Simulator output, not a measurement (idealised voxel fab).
process module | voxel transistor to metal
cross-section cut | 170 nm wide | cells 5 nm
A cross-section is a grid of square cells, given in bands from the top down. A band is one or more rows of cells.
Each band's line starts with the height of the band's top and of its bottom, in nm. Then come its materials from left to right, each with its width in nm. One material with "throughout" fills the band from edge to edge. "air" is empty space.
Height 0 is the level under which the wafer as received is all one material. The lowest band goes on downwards, as in "0 down".
A width such as "30 to 40" changes by the same amount from each row of cells to the next, from the band's top row to its bottom row.
"no change" after a step means that no cell of the cross-section changed.
closed voids: empty space of 8 cells or more with no open way to the top, each as width x height at its distance from the left edge, in nm
after a step's settings: what the simulator itself notes on the step
overlay nm, on a step with a mask: how far to the right of its planned place the mask lay; to the left if negative
Each pair below shows a cross-section before one step and the cross-section after it, down to the lowest band that changed. The line under each pair gives the step between them, with its settings. The pairs can come from different runs of this module on the same starting wafer, so a pair continues from the pair above only where its "before" says so.
before
  40 to 35: TiN 35 | air 10 | TiN 75 | air 10 | TiN 40
  35 to 25: SiO2 30 | TiN 5 | air 10 | TiN 5 | SiO2 65 | TiN 5 | air 10 | TiN 5 | SiO2 35
  25 to 20: SiO2 30 | TiN 5 | air 10 | TiN 5 | SiO2 10 | SiN 5 | TiN 5 | HfO2 5 | W 15 | HfO2 5 | TiN 5 | SiN 5 | SiO2 10 | TiN 5 | air 10 | TiN 5 | SiO2 35
  20 to 15: SiO2 30 | TiN 20 | SiO2 10 | SiN 5 | TiN 5 | HfO2 5 | W 15 | HfO2 5 | TiN 5 | SiN 5 | SiO2 10 | TiN 20 | SiO2 35
  15 to 5: SiO2 15 | SiGe 45 | SiN 5 | TiN 5 | HfO2 5 | W 15 | HfO2 5 | TiN 5 | SiN 5 | SiGe 45 | SiO2 20
  5 to 0: SiO2 15 | SiGe 5 | SiN 5 | SiGe 35 | SiN 5 | TiN 5 | HfO2 25 | TiN 5 | SiN 5 | SiGe 35 | SiN 5 | SiGe 5 | SiO2 20
  0 to -5: SiO2 25 | SiGe 35 | SiO2 5 | TiN 35 | SiO2 5 | SiGe 35 | SiO2 30
  -5 to -20: SiO2 20 | Si 5 | SiGe 35 | Si 45 | SiGe 35 | Si 5 | SiO2 25
  -20 to -30: SiO2 20 | Si 125 | SiO2 25
  -30 down: Si throughout
  closed voids: none
after
  50 to 40: W throughout
  40 to 35: TiN 35 | W 10 | TiN 75 | W 10 | TiN 40
  35 to 25: SiO2 30 | TiN 5 | W 10 | TiN 5 | SiO2 65 | TiN 5 | W 10 | TiN 5 | SiO2 35
  25 to 20: SiO2 30 | TiN 5 | W 10 | TiN 5 | SiO2 10 | SiN 5 | TiN 5 | HfO2 5 | W 15 | HfO2 5 | TiN 5 | SiN 5 | SiO2 10 | TiN 5 | W 10 | TiN 5 | SiO2 35
  below 20: unchanged
  closed voids: none
the step between: op FILL_DEP | material W | thk nm 10
before: the cross-section after the pair above
after
  35 to 25: SiO2 30 | TiN 5 | W 10 | TiN 5 | SiO2 65 | TiN 5 | W 10 | TiN 5 | SiO2 35
  below 25: unchanged
  closed voids: none
the step between: op CMP | height nm 35
before: the cross-section after the pair above
after
  40 to 35: SiCN throughout
  below 35: unchanged
  closed voids: none
the step between: op CONFORMAL_DEP | material SiCN | thk nm 5
before: the cross-section after the pair above
after
  55 to 40: lowk throughout
  below 40: unchanged
  closed voids: none
the step between: op DIRECTIONAL_DEP | material lowk | thk nm 15
before: the cross-section after the pair above
after
  65 to 55: aC throughout
  below 55: unchanged
  closed voids: none
the step between: op DIRECTIONAL_DEP | material aC | thk nm 10
before: the cross-section after the pair above
after
  95 to 65: resist 30 | air 20 | resist 65 | air 20 | resist 35
  below 65: unchanged
  closed voids: none
the step between: op PATTERN | tone open | mask id METAL_1 | material resist | width nm 20 | pitch nm 85 | thk nm 30 | overlay nm 0
before: the cross-section after the pair above
after
  85 to 65: resist 30 | air 20 | resist 65 | air 20 | resist 35
  65 to 55: aC 30 | air 20 | aC 65 | air 20 | aC 35
  below 55: unchanged
  closed voids: none
the step between: op DIRECTIONAL_ETCH | etch materials aC | depth nm 10
before: the cross-section after the pair above
after
  65 to 55: aC 30 | air 20 | aC 65 | air 20 | aC 35
  below 55: unchanged
  closed voids: none
the step between: op STRIP | etch materials resist
before: the cross-section after the pair above
after
  65 to 55: aC 30 | air 20 | aC 65 | air 20 | aC 35
  55 to 40: lowk 30 | air 20 | lowk 65 | air 20 | lowk 35
  below 40: unchanged
  closed voids: none
the step between: op DIRECTIONAL_ETCH | etch materials lowk | depth nm 15
before: the cross-section after the pair above
after
  65 to 55: aC 30 | air 20 | aC 65 | air 20 | aC 35
  55 to 40: lowk 30 | air 20 | lowk 65 | air 20 | lowk 35
  40 to 35: SiCN 30 | air 20 | SiCN 65 | air 20 | SiCN 35
  below 35: unchanged
  closed voids: none
the step between: op DIRECTIONAL_ETCH | etch materials SiCN | depth nm 5
before: the cross-section after the pair above
after
  55 to 40: lowk 30 | air 20 | lowk 65 | air 20 | lowk 35
  below 40: unchanged
  closed voids: none
the step between: op STRIP | etch materials aC
before: the cross-section after the pair above
after
  60 to 55: TiN 35 | air 10 | TiN 75 | air 10 | TiN 40
  55 to 40: lowk 30 | TiN 5 | air 10 | TiN 5 | lowk 65 | TiN 5 | air 10 | TiN 5 | lowk 35
  40 to 35: SiCN 30 | TiN 20 | SiCN 65 | TiN 20 | SiCN 35
  below 35: unchanged
  closed voids: none
the step between: op CONFORMAL_DEP | material TiN | thk nm 5
before: the cross-section after the pair above
after
  65 to 60: Cu throughout
  60 to 55: TiN 35 | Cu 10 | TiN 75 | Cu 10 | TiN 40
  55 to 40: lowk 30 | TiN 5 | Cu 10 | TiN 5 | lowk 65 | TiN 5 | Cu 10 | TiN 5 | lowk 35
  below 40: unchanged
  closed voids: none
the step between: op FILL_DEP | material Cu | thk nm 5
before: the cross-section after the pair above
after
  55 to 40: lowk 30 | TiN 5 | Cu 10 | TiN 5 | lowk 65 | TiN 5 | Cu 10 | TiN 5 | lowk 35
  below 40: unchanged
  closed voids: none
the step between: op CMP | height nm 55
before: the cross-section after the pair above
after
  60 to 55: air 25 | Ru 30 | air 55 | Ru 30 | air 30
  below 55: unchanged
  closed voids: none
the step between: op EPI | material Ru | thk nm 5
before: the cross-section after the pair above
after
  65 to 60: SiCN throughout
  60 to 55: SiCN 25 | Ru 30 | SiCN 55 | Ru 30 | SiCN 30
  below 55: unchanged
  closed voids: none
the step between: op FILL_DEP | material SiCN | thk nm 5
before: the cross-section after the pair above
after
  90 to 65: SiO2 throughout
  below 65: unchanged
  closed voids: none
the step between: op DIRECTIONAL_DEP | material SiO2 | thk nm 25
before: the cross-section after the pair above
after
  100 to 90: aC throughout
  below 90: unchanged
  closed voids: none
the step between: op DIRECTIONAL_DEP | material aC | thk nm 10
before: the cross-section after the pair above
after
  130 to 100: resist 30 | air 15 | resist 70 | air 15 | resist 40
  below 100: unchanged
  closed voids: none
the step between: op PATTERN | tone open | mask id METAL_2_HOLES | material resist | width nm 15 | pitch nm 85 | thk nm 30 | overlay nm 0
before: the cross-section after the pair above
after
  120 to 100: resist 30 | air 15 | resist 70 | air 15 | resist 40
  100 to 90: aC 30 | air 15 | aC 70 | air 15 | aC 40
  below 90: unchanged
  closed voids: none
the step between: op DIRECTIONAL_ETCH | etch materials aC | depth nm 10
before: the cross-section after the pair above
after
  100 to 90: aC 30 | air 15 | aC 70 | air 15 | aC 40
  below 90: unchanged
  closed voids: none
the step between: op STRIP | etch materials resist
before: the cross-section after the pair above
after
  100 to 90: aC 30 | air 15 | aC 70 | air 15 | aC 40
  90 to 65: SiO2 30 | air 15 | SiO2 70 | air 15 | SiO2 40
  below 65: unchanged
  closed voids: none
the step between: op DIRECTIONAL_ETCH | etch materials SiO2 | depth nm 25
before: the cross-section after the pair above
after
  90 to 65: SiO2 30 | air 15 | SiO2 70 | air 15 | SiO2 40
  below 65: unchanged
  closed voids: none
the step between: op STRIP | etch materials aC
before: the cross-section after the pair above
after
  105 to 90: resist 30 | air 20 | resist 65 | air 20 | resist 35
  below 90: unchanged
  closed voids: none
the step between: op PATTERN | tone open | mask id METAL_2 | material resist | width nm 20 | pitch nm 85 | thk nm 15 | overlay nm 0
before: the cross-section after the pair above
after
  105 to 90: resist 30 | air 20 | resist 65 | air 20 | resist 35
  90 to 75: SiO2 30 | air 20 | SiO2 65 | air 20 | SiO2 35
  below 75: unchanged
  closed voids: none
the step between: op DIRECTIONAL_ETCH | etch materials SiO2 | depth nm 15
before: the cross-section after the pair above
after
  105 to 90: resist 30 | air 20 | resist 65 | air 20 | resist 35
  90 to 75: SiO2 30 | air 20 | SiO2 65 | air 20 | SiO2 35
  75 to 65: SiO2 30 | air 15 | SiO2 70 | air 15 | SiO2 40
  65 to 60: SiCN 30 | air 15 | SiCN 70 | air 15 | SiCN 40
  below 60: unchanged
  closed voids: none
the step between: op DIRECTIONAL_ETCH | etch materials SiCN | depth nm 5
before: the cross-section after the pair above
after
  90 to 75: SiO2 30 | air 20 | SiO2 65 | air 20 | SiO2 35
  below 75: unchanged
  closed voids: none
the step between: op STRIP | etch materials resist
before: the cross-section after the pair above
after
  95 to 90: TiN 35 | air 10 | TiN 75 | air 10 | TiN 40
  90 to 80: SiO2 30 | TiN 5 | air 10 | TiN 5 | SiO2 65 | TiN 5 | air 10 | TiN 5 | SiO2 35
  80 to 75: SiO2 30 | TiN 5 | air 5 | TiN 10 | SiO2 65 | TiN 5 | air 5 | TiN 10 | SiO2 35
  75 to 65: SiO2 30 | TiN 5 | air 5 | TiN 5 | SiO2 70 | TiN 5 | air 5 | TiN 5 | SiO2 40
  65 to 60: SiCN 30 | TiN 15 | SiCN 70 | TiN 15 | SiCN 40
  below 60: unchanged
  closed voids: none
the step between: op CONFORMAL_DEP | material TiN | thk nm 5
before: the cross-section after the pair above
after
  105 to 95: Cu throughout
  95 to 90: TiN 35 | Cu 10 | TiN 75 | Cu 10 | TiN 40
  90 to 80: SiO2 30 | TiN 5 | Cu 10 | TiN 5 | SiO2 65 | TiN 5 | Cu 10 | TiN 5 | SiO2 35
  80 to 75: SiO2 30 | TiN 5 | Cu 5 | TiN 10 | SiO2 65 | TiN 5 | Cu 5 | TiN 10 | SiO2 35
  75 to 65: SiO2 30 | TiN 5 | Cu 5 | TiN 5 | SiO2 70 | TiN 5 | Cu 5 | TiN 5 | SiO2 40
  below 65: unchanged
  closed voids: none
the step between: op FILL_DEP | material Cu | thk nm 10
before: the cross-section after the pair above
after
  90 to 80: SiO2 30 | TiN 5 | Cu 10 | TiN 5 | SiO2 65 | TiN 5 | Cu 10 | TiN 5 | SiO2 35
  below 80: unchanged
  closed voids: none
the step between: op CMP | height nm 90
before: the cross-section after the pair above
after
  95 to 90: SiN throughout
  below 90: unchanged
  closed voids: none
the step between: op CONFORMAL_DEP | material SiN | thk nm 5
before
  60 to 55: air 25 | Ru 30 | air 55 | Ru 30 | air 30
  55 to 40: lowk 30 | TiN 5 | Cu 10 | TiN 5 | lowk 65 | TiN 5 | Cu 10 | TiN 5 | lowk 35
  40 to 35: SiCN 30 | TiN 20 | SiCN 65 | TiN 20 | SiCN 35
  35 to 25: SiO2 30 | TiN 5 | W 10 | TiN 5 | SiO2 65 | TiN 5 | W 10 | TiN 5 | SiO2 35
  25 to 20: SiO2 30 | TiN 5 | W 10 | TiN 5 | SiO2 10 | SiN 5 | HfO2 5 | TiN 5 | W 15 | TiN 5 | HfO2 5 | SiN 5 | SiO2 10 | TiN 5 | W 10 | TiN 5 | SiO2 35
  20 to 15: SiO2 30 | TiN 20 | SiO2 10 | SiN 5 | HfO2 5 | TiN 5 | W 15 | TiN 5 | HfO2 5 | SiN 5 | SiO2 10 | TiN 20 | SiO2 35
  15 to 5: SiO2 15 | SiGe 45 | SiN 5 | HfO2 5 | TiN 5 | W 15 | TiN 5 | HfO2 5 | SiN 5 | SiGe 45 | SiO2 20
  5 to 0: SiO2 15 | SiGe 5 | SiN 5 | SiGe 35 | SiN 5 | HfO2 5 | TiN 25 | HfO2 5 | SiN 5 | SiGe 35 | SiN 5 | SiGe 5 | SiO2 20
  0 to -5: SiO2 25 | SiGe 35 | SiO2 5 | HfO2 35 | SiO2 5 | SiGe 35 | SiO2 30
  -5 to -20: SiO2 20 | Si 5 | SiGe 35 | Si 45 | SiGe 35 | Si 5 | SiO2 25
  -20 to -30: SiO2 20 | Si 125 | SiO2 25
  -30 down: Si throughout
  closed voids: none
after
  75 to 60: SiCN throughout
  60 to 55: SiCN 25 | Ru 30 | SiCN 55 | Ru 30 | SiCN 30
  below 55: unchanged
  closed voids: none
the step between: op FILL_DEP | material SiCN | thk nm 15
before: the cross-section after the pair above
after
  100 to 75: SiO2 throughout
  below 75: unchanged
  closed voids: none
the step between: op DIRECTIONAL_DEP | material SiO2 | thk nm 25
before: the cross-section after the pair above
after
  110 to 100: aC throughout
  below 100: unchanged
  closed voids: none
the step between: op DIRECTIONAL_DEP | material aC | thk nm 10
before: the cross-section after the pair above
after
  140 to 110: resist 30 | air 15 | resist 70 | air 15 | resist 40
  below 110: unchanged
  closed voids: none
the step between: op PATTERN | tone open | mask id METAL_2_HOLES | material resist | width nm 15 | pitch nm 85 | thk nm 30 | overlay nm 0
before: the cross-section after the pair above
after
  130 to 110: resist 30 | air 15 | resist 70 | air 15 | resist 40
  110 to 100: aC 30 | air 15 | aC 70 | air 15 | aC 40
  below 100: unchanged
  closed voids: none
the step between: op DIRECTIONAL_ETCH | etch materials aC | depth nm 10
before: the cross-section after the pair above
after
  110 to 100: aC 30 | air 15 | aC 70 | air 15 | aC 40
  below 100: unchanged
  closed voids: none
the step between: op STRIP | etch materials resist
before: the cross-section after the pair above
after
  110 to 100: aC 30 | air 15 | aC 70 | air 15 | aC 40
  100 to 75: SiO2 30 | air 15 | SiO2 70 | air 15 | SiO2 40
  below 75: unchanged
  closed voids: none
the step between: op DIRECTIONAL_ETCH | etch materials SiO2 | depth nm 25
before: the cross-section after the pair above
after
  100 to 75: SiO2 30 | air 15 | SiO2 70 | air 15 | SiO2 40
  below 75: unchanged
  closed voids: none
the step between: op STRIP | etch materials aC
before: the cross-section after the pair above
after
  115 to 100: resist 30 | air 20 | resist 65 | air 20 | resist 35
  below 100: unchanged
  closed voids: none
the step between: op PATTERN | tone open | mask id METAL_2 | material resist | width nm 20 | pitch nm 85 | thk nm 15 | overlay nm 0
before: the cross-section after the pair above
after
  115 to 100: resist 30 | air 20 | resist 65 | air 20 | resist 35
  100 to 85: SiO2 30 | air 20 | SiO2 65 | air 20 | SiO2 35
  below 85: unchanged
  closed voids: none
the step between: op DIRECTIONAL_ETCH | etch materials SiO2 | depth nm 15
before: the cross-section after the pair above
after
  115 to 100: resist 30 | air 20 | resist 65 | air 20 | resist 35
  100 to 85: SiO2 30 | air 20 | SiO2 65 | air 20 | SiO2 35
  85 to 75: SiO2 30 | air 15 | SiO2 70 | air 15 | SiO2 40
  75 to 70: SiCN 30 | air 15 | SiCN 70 | air 15 | SiCN 40
  below 70: unchanged
  closed voids: none
the step between: op DIRECTIONAL_ETCH | etch materials SiCN | depth nm 5
before: the cross-section after the pair above
after
  100 to 85: SiO2 30 | air 20 | SiO2 65 | air 20 | SiO2 35
  below 85: unchanged
  closed voids: none
the step between: op STRIP | etch materials resist
before: the cross-section after the pair above
after
  105 to 100: TiN 35 | air 10 | TiN 75 | air 10 | TiN 40
  100 to 90: SiO2 30 | TiN 5 | air 10 | TiN 5 | SiO2 65 | TiN 5 | air 10 | TiN 5 | SiO2 35
  90 to 85: SiO2 30 | TiN 5 | air 5 | TiN 10 | SiO2 65 | TiN 5 | air 5 | TiN 10 | SiO2 35
  85 to 75: SiO2 30 | TiN 5 | air 5 | TiN 5 | SiO2 70 | TiN 5 | air 5 | TiN 5 | SiO2 40
  75 to 70: SiCN 30 | TiN 15 | SiCN 70 | TiN 15 | SiCN 40
  below 70: unchanged
  closed voids: none
the step between: op CONFORMAL_DEP | material TiN | thk nm 5
before: the cross-section after the pair above
after
  115 to 105: Cu throughout
  105 to 100: TiN 35 | Cu 10 | TiN 75 | Cu 10 | TiN 40
  100 to 90: SiO2 30 | TiN 5 | Cu 10 | TiN 5 | SiO2 65 | TiN 5 | Cu 10 | TiN 5 | SiO2 35
  90 to 85: SiO2 30 | TiN 5 | Cu 5 | TiN 10 | SiO2 65 | TiN 5 | Cu 5 | TiN 10 | SiO2 35
  85 to 75: SiO2 30 | TiN 5 | Cu 5 | TiN 5 | SiO2 70 | TiN 5 | Cu 5 | TiN 5 | SiO2 40
  below 75: unchanged
  closed voids: none
the step between: op FILL_DEP | material Cu | thk nm 10
before: the cross-section after the pair above
after
  90 to 85: SiO2 30 | TiN 5 | Cu 5 | TiN 10 | SiO2 65 | TiN 5 | Cu 5 | TiN 10 | SiO2 35
  below 85: unchanged
  closed voids: none
the step between: op CMP | height nm 90
before: the cross-section after the pair above
after
  95 to 90: SiN throughout
  below 90: unchanged
  closed voids: none
the step between: op CONFORMAL_DEP | material SiN | thk nm 5
before
  35 to 25: SiO2 throughout
  25 to 15: SiO2 60 | SiN 5 | HfO2 5 | TiN 5 | W 15 | TiN 5 | HfO2 5 | SiN 5 | SiO2 65
  15 to 5: SiO2 15 | SiGe 45 | SiN 5 | HfO2 5 | TiN 5 | W 15 | TiN 5 | HfO2 5 | SiN 5 | SiGe 45 | SiO2 20
  5 to 0: SiO2 15 | SiGe 5 | SiN 5 | SiGe 35 | SiN 5 | HfO2 5 | TiN 25 | HfO2 5 | SiN 5 | SiGe 35 | SiN 5 | SiGe 5 | SiO2 20
  0 to -5: SiO2 25 | SiGe 35 | SiO2 5 | HfO2 35 | SiO2 5 | SiGe 35 | SiO2 30
  -5 to -20: SiO2 20 | Si 5 | SiGe 35 | Si 45 | SiGe 35 | Si 5 | SiO2 25
  -20 to -30: SiO2 20 | Si 125 | SiO2 25
  -30 down: Si throughout
  closed voids: none
after
  55 to 35: resist 25 | air 30 | resist 55 | air 30 | resist 30
  below 35: unchanged
  closed voids: none
the step between: op PATTERN | tone open | mask id CONTACT | material resist | width nm 30 | pitch nm 85 | thk nm 20 | overlay nm 0
before: the cross-section after the pair above
after
  55 to 35: resist 25 | air 30 | resist 55 | air 30 | resist 30
  35 to 25: SiO2 25 | air 30 | SiO2 55 | air 30 | SiO2 30
  25 to 15: SiO2 25 | air 30 | SiO2 5 | SiN 5 | HfO2 5 | TiN 5 | W 15 | TiN 5 | HfO2 5 | SiN 5 | SiO2 5 | air 30 | SiO2 30
  below 15: unchanged
  closed voids: none
the step between: op DIRECTIONAL_ETCH | etch materials SiO2 | depth nm 20
before: the cross-section after the pair above
after
  35 to 25: SiO2 25 | air 30 | SiO2 55 | air 30 | SiO2 30
  below 25: unchanged
  closed voids: none
the step between: op STRIP | etch materials resist
before: the cross-section after the pair above
after
  40 to 35: TiN 30 | air 20 | TiN 65 | air 20 | TiN 35
  35 to 25: SiO2 25 | TiN 5 | air 20 | TiN 5 | SiO2 55 | TiN 5 | air 20 | TiN 5 | SiO2 30
  25 to 20: SiO2 25 | TiN 5 | air 20 | TiN 5 | SiO2 5 | SiN 5 | HfO2 5 | TiN 5 | W 15 | TiN 5 | HfO2 5 | SiN 5 | SiO2 5 | TiN 5 | air 20 | TiN 5 | SiO2 30
  20 to 15: SiO2 25 | TiN 30 | SiO2 5 | SiN 5 | HfO2 5 | TiN 5 | W 15 | TiN 5 | HfO2 5 | SiN 5 | SiO2 5 | TiN 30 | SiO2 30
  below 15: unchanged
  closed voids: none
the step between: op CONFORMAL_DEP | material TiN | thk nm 5
before: the cross-section after the pair above
after
  50 to 40: W throughout
  40 to 35: TiN 30 | W 20 | TiN 65 | W 20 | TiN 35
  35 to 25: SiO2 25 | TiN 5 | W 20 | TiN 5 | SiO2 55 | TiN 5 | W 20 | TiN 5 | SiO2 30
  25 to 20: SiO2 25 | TiN 5 | W 20 | TiN 5 | SiO2 5 | SiN 5 | HfO2 5 | TiN 5 | W 15 | TiN 5 | HfO2 5 | SiN 5 | SiO2 5 | TiN 5 | W 20 | TiN 5 | SiO2 30
  below 20: unchanged
  closed voids: none
the step between: op FILL_DEP | material W | thk nm 10
before: the cross-section after the pair above
after
  35 to 25: SiO2 25 | TiN 5 | W 20 | TiN 5 | SiO2 55 | TiN 5 | W 20 | TiN 5 | SiO2 30
  below 25: unchanged
  closed voids: none
the step between: op CMP | height nm 35
before: the cross-section after the pair above
after
  40 to 35: SiCN throughout
  below 35: unchanged
  closed voids: none
the step between: op CONFORMAL_DEP | material SiCN | thk nm 5
before: the cross-section after the pair above
after
  55 to 40: lowk throughout
  below 40: unchanged
  closed voids: none
the step between: op DIRECTIONAL_DEP | material lowk | thk nm 15
before: the cross-section after the pair above
after
  65 to 55: aC throughout
  below 55: unchanged
  closed voids: none
the step between: op DIRECTIONAL_DEP | material aC | thk nm 10
before: the cross-section after the pair above
after
  95 to 65: resist 30 | air 20 | resist 65 | air 20 | resist 35
  below 65: unchanged
  closed voids: none
the step between: op PATTERN | tone open | mask id METAL_1 | material resist | width nm 20 | pitch nm 85 | thk nm 30 | overlay nm 0
before: the cross-section after the pair above
after
  85 to 65: resist 30 | air 20 | resist 65 | air 20 | resist 35
  65 to 55: aC 30 | air 20 | aC 65 | air 20 | aC 35
  below 55: unchanged
  closed voids: none
the step between: op DIRECTIONAL_ETCH | etch materials aC | depth nm 10
before: the cross-section after the pair above
after
  65 to 55: aC 30 | air 20 | aC 65 | air 20 | aC 35
  below 55: unchanged
  closed voids: none
the step between: op STRIP | etch materials resist
before: the cross-section after the pair above
after
  65 to 55: aC 30 | air 20 | aC 65 | air 20 | aC 35
  55 to 40: lowk 30 | air 20 | lowk 65 | air 20 | lowk 35
  below 40: unchanged
  closed voids: none
the step between: op DIRECTIONAL_ETCH | etch materials lowk | depth nm 15
before: the cross-section after the pair above
after
  65 to 55: aC 30 | air 20 | aC 65 | air 20 | aC 35
  55 to 40: lowk 30 | air 20 | lowk 65 | air 20 | lowk 35
  40 to 35: SiCN 30 | air 20 | SiCN 65 | air 20 | SiCN 35
  below 35: unchanged
  closed voids: none
the step between: op DIRECTIONAL_ETCH | etch materials SiCN | depth nm 5
before: the cross-section after the pair above
after
  55 to 40: lowk 30 | air 20 | lowk 65 | air 20 | lowk 35
  below 40: unchanged
  closed voids: none
the step between: op STRIP | etch materials aC
before: the cross-section after the pair above
after
  60 to 55: TiN 35 | air 10 | TiN 75 | air 10 | TiN 40
  55 to 40: lowk 30 | TiN 5 | air 10 | TiN 5 | lowk 65 | TiN 5 | air 10 | TiN 5 | lowk 35
  40 to 35: SiCN 30 | TiN 20 | SiCN 65 | TiN 20 | SiCN 35
  below 35: unchanged
  closed voids: none
the step between: op CONFORMAL_DEP | material TiN | thk nm 5
before: the cross-section after the pair above
after
  65 to 60: Cu throughout
  60 to 55: TiN 35 | Cu 10 | TiN 75 | Cu 10 | TiN 40
  55 to 40: lowk 30 | TiN 5 | Cu 10 | TiN 5 | lowk 65 | TiN 5 | Cu 10 | TiN 5 | lowk 35
  below 40: unchanged
  closed voids: none
the step between: op FILL_DEP | material Cu | thk nm 5
before: the cross-section after the pair above
after
  55 to 40: lowk 30 | TiN 5 | Cu 10 | TiN 5 | lowk 65 | TiN 5 | Cu 10 | TiN 5 | lowk 35
  below 40: unchanged
  closed voids: none
the step between: op CMP | height nm 55
before: the cross-section after the pair above
after
  60 to 55: air 25 | Ru 30 | air 55 | Ru 30 | air 30
  below 55: unchanged
  closed voids: none
the step between: op EPI | material Ru | thk nm 5
before: the cross-section after the pair above
after
  65 to 60: SiCN throughout
  60 to 55: SiCN 25 | Ru 30 | SiCN 55 | Ru 30 | SiCN 30
  below 55: unchanged
  closed voids: none
the step between: op FILL_DEP | material SiCN | thk nm 5
before: the cross-section after the pair above
after
  90 to 65: SiO2 throughout
  below 65: unchanged
  closed voids: none
the step between: op DIRECTIONAL_DEP | material SiO2 | thk nm 25
before: the cross-section after the pair above
after
  100 to 90: aC throughout
  below 90: unchanged
  closed voids: none
the step between: op DIRECTIONAL_DEP | material aC | thk nm 10
before: the cross-section after the pair above
after
  130 to 100: resist 30 | air 15 | resist 70 | air 15 | resist 40
  below 100: unchanged
  closed voids: none
the step between: op PATTERN | tone open | mask id METAL_2_HOLES | material resist | width nm 15 | pitch nm 85 | thk nm 30 | overlay nm 0
before: the cross-section after the pair above
after
  120 to 100: resist 30 | air 15 | resist 70 | air 15 | resist 40
  100 to 90: aC 30 | air 15 | aC 70 | air 15 | aC 40
  below 90: unchanged
  closed voids: none
the step between: op DIRECTIONAL_ETCH | etch materials aC | depth nm 10
before: the cross-section after the pair above
after
  100 to 90: aC 30 | air 15 | aC 70 | air 15 | aC 40
  below 90: unchanged
  closed voids: none
the step between: op STRIP | etch materials resist
before: the cross-section after the pair above
after
  100 to 90: aC 30 | air 15 | aC 70 | air 15 | aC 40
  90 to 65: SiO2 30 | air 15 | SiO2 70 | air 15 | SiO2 40
  below 65: unchanged
  closed voids: none
the step between: op DIRECTIONAL_ETCH | etch materials SiO2 | depth nm 25
before: the cross-section after the pair above
after
  90 to 65: SiO2 30 | air 15 | SiO2 70 | air 15 | SiO2 40
  below 65: unchanged
  closed voids: none
the step between: op STRIP | etch materials aC
before: the cross-section after the pair above
after
  105 to 90: resist 30 | air 20 | resist 65 | air 20 | resist 35
  below 90: unchanged
  closed voids: none
the step between: op PATTERN | tone open | mask id METAL_2 | material resist | width nm 20 | pitch nm 85 | thk nm 15 | overlay nm 0
before: the cross-section after the pair above
after
  105 to 90: resist 30 | air 20 | resist 65 | air 20 | resist 35
  90 to 75: SiO2 30 | air 20 | SiO2 65 | air 20 | SiO2 35
  below 75: unchanged
  closed voids: none
the step between: op DIRECTIONAL_ETCH | etch materials SiO2 | depth nm 15
before: the cross-section after the pair above
after
  105 to 90: resist 30 | air 20 | resist 65 | air 20 | resist 35
  90 to 75: SiO2 30 | air 20 | SiO2 65 | air 20 | SiO2 35
  75 to 65: SiO2 30 | air 15 | SiO2 70 | air 15 | SiO2 40
  65 to 60: SiCN 30 | air 15 | SiCN 70 | air 15 | SiCN 40
  below 60: unchanged
  closed voids: none
the step between: op DIRECTIONAL_ETCH | etch materials SiCN | depth nm 5
before: the cross-section after the pair above
after
  90 to 75: SiO2 30 | air 20 | SiO2 65 | air 20 | SiO2 35
  below 75: unchanged
  closed voids: none
the step between: op STRIP | etch materials resist
before: the cross-section after the pair above
after
  95 to 90: TiN 35 | air 10 | TiN 75 | air 10 | TiN 40
  90 to 80: SiO2 30 | TiN 5 | air 10 | TiN 5 | SiO2 65 | TiN 5 | air 10 | TiN 5 | SiO2 35
  80 to 75: SiO2 30 | TiN 5 | air 5 | TiN 10 | SiO2 65 | TiN 5 | air 5 | TiN 10 | SiO2 35
  75 to 65: SiO2 30 | TiN 5 | air 5 | TiN 5 | SiO2 70 | TiN 5 | air 5 | TiN 5 | SiO2 40
  65 to 60: SiCN 30 | TiN 15 | SiCN 70 | TiN 15 | SiCN 40
  below 60: unchanged
  closed voids: none
the step between: op CONFORMAL_DEP | material TiN | thk nm 5
before: the cross-section after the pair above
after
  105 to 95: Cu throughout
  95 to 90: TiN 35 | Cu 10 | TiN 75 | Cu 10 | TiN 40
  90 to 80: SiO2 30 | TiN 5 | Cu 10 | TiN 5 | SiO2 65 | TiN 5 | Cu 10 | TiN 5 | SiO2 35
  80 to 75: SiO2 30 | TiN 5 | Cu 5 | TiN 10 | SiO2 65 | TiN 5 | Cu 5 | TiN 10 | SiO2 35
  75 to 65: SiO2 30 | TiN 5 | Cu 5 | TiN 5 | SiO2 70 | TiN 5 | Cu 5 | TiN 5 | SiO2 40
  below 65: unchanged
  closed voids: none
the step between: op FILL_DEP | material Cu | thk nm 10
before: the cross-section after the pair above
after
  90 to 80: SiO2 30 | TiN 5 | Cu 10 | TiN 5 | SiO2 65 | TiN 5 | Cu 10 | TiN 5 | SiO2 35
  below 80: unchanged
  closed voids: none
the step between: op CMP | height nm 90
before: the cross-section after the pair above
after
  95 to 90: SiN throughout
  below 90: unchanged
  closed voids: none
the step between: op CONFORMAL_DEP | material SiN | thk nm 5
before
  45 to 40: SiCN 15 | air 135 | SiCN 20
  40 to 35: SiCN throughout
  35 to 30: polySi 15 | SiCN 135 | polySi 20
  30 to 5: polySi throughout
  5 to 0: SiO2 15 | polySi 135 | SiO2 20
  0 to -5: SiO2 throughout
  -5 to -30: SiO2 20 | Si 125 | SiO2 25
  -30 down: Si throughout
  closed voids: none
after
  65 to 45: air 65 | resist 25 | air 80
  45 to 40: SiCN 15 | air 50 | resist 25 | air 60 | SiCN 20
  below 40: unchanged
  closed voids: none
the step between: op PATTERN | tone cover | mask id GATE | material resist | width nm 25 | thk nm 20 | overlay nm -5
before: the cross-section after the pair above
after
  65 to 40: air 65 | resist 25 | air 80
  40 to 35: air 65 | SiCN 25 | air 80
  35 to 30: polySi 15 | air 50 | SiCN 25 | air 60 | polySi 20
  below 30: unchanged
  closed voids: none
the step between: op DIRECTIONAL_ETCH | etch materials SiCN | depth nm 20
before: the cross-section after the pair above
after
  65 to 40: air 65 | resist 25 | air 80
  40 to 30: air 65 | SiCN 25 | air 80
  30 to 5: air 65 | polySi 25 | air 80
  5 to 0: SiO2 15 | air 50 | polySi 25 | air 60 | SiO2 20
  below 0: unchanged
  closed voids: none
the step between: op DIRECTIONAL_ETCH | etch materials polySi | depth nm 40
before: the cross-section after the pair above
after
  40 to 30: air 65 | SiCN 25 | air 80
  below 30: unchanged
  closed voids: none
the step between: op STRIP | etch materials resist
before: the cross-section after the pair above
after
  45 to 40: air 60 | SiO2 35 | air 75
  40 to 30: air 60 | SiO2 5 | SiCN 25 | SiO2 5 | air 75
  30 to 10: air 60 | SiO2 5 | polySi 25 | SiO2 5 | air 75
  10 to 5: SiO2 20 | air 40 | SiO2 5 | polySi 25 | SiO2 5 | air 50 | SiO2 25
  5 to 0: SiO2 65 | polySi 25 | SiO2 80
  below 0: unchanged
  closed voids: none
the step between: op CONFORMAL_DEP | material SiO2 | thk nm 5
